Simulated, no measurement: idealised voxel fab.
Module name: voxel released beams (process module)
Each square cell in cross-section cut measures 5 nm, and the section as a whole is 185 nm wide.
Notation: cross-section as square-cell grid; stated in bands, top first, going down; one or more cell rows per band. What a band's entry tells you: where the top is and where the bottom is, as heights in nm, and after that what lies inside, material by material from left to right, each with its width in nm. Empty space is written as the word "empty", and a single material marked with the word "everywhere" occupies the band from edge to edge. Beneath 0, the wafer as received is one material, and that level is where height counting begins. The lowest band goes on downward without a bottom; it is written like "0 down". Note: "30..40" means the width goes from the first number (top row of the band) to the second number (bottom row) in equal steps per row of cells. "left unchanged" after a step means that no cell of the cross-section changed. Voids not open to the top, 8 cells minimum: see "Closed empty spaces". Written width x height at distance; distance is from the left edge; nm. Note: text after step settings on the step line = simulator remark on that step. On any step carrying a mask, the "overlay nm" setting, if present on the step's line, tells how far right of its planned place the mask lay; negative values point to the left.

Below is the list of planned process steps:
1) RECEIVE [material Si]
2) CONFORMAL_DEP [material SiN] [thk nm 5]
3) DIRECTIONAL_DEP [material SiO2] [thk nm 10]
4) DIRECTIONAL_DEP [material aC] [thk nm 10]
5) PATTERN [tone open] [mask id ANCHOR] [material resist] [width nm 30] [thk nm 30] [overlay nm 0]
6) DIRECTIONAL_ETCH [etch materials aC] [depth nm 10]
7) STRIP [etch materials resist]
8) DIRECTIONAL_ETCH [etch materials SiO2] [depth nm 10]
9) STRIP [etch materials aC]
10) CONFORMAL_DEP [material polySi] [thk nm 10]
11) DIRECTIONAL_DEP [material aC] [thk nm 15]
12) PATTERN [tone cover] [mask id BEAM] [material resist] [width nm 80] [thk nm 35] [overlay nm 0]
13) DIRECTIONAL_ETCH [etch materials aC] [depth nm 15]
14) STRIP [etch materials resist]
15) DIRECTIONAL_ETCH [etch materials polySi] [depth nm 10]
16) STRIP [etch materials aC]
17) STRIP [etch materials SiO2]

as received, after step 1:
* 0 down | Si everywhere
* Closed empty spaces: none

The cross-section shown corresponds to the wafer at the conclusion of the module. The initial structure and the process plan are those presented above; however, one mistake occurred in executing the plan:
* 25 to 15 | 50 nm empty, then 45 nm polySi, then 90 nm empty
* 15 to 5 | 45 nm empty, then 10 nm polySi, then 30 nm SiO2, then 45 nm polySi, then 55 nm empty
* 5 to 0 | SiN everywhere
* 0 down | Si everywhere
* Closed empty spaces: none
Plan not followed: step 5: run off-plan, actual operation and settings PATTERN [tone cover] [mask id ANCHOR] [material resist] [width nm 30] [thk nm 30] [overlay nm 0]
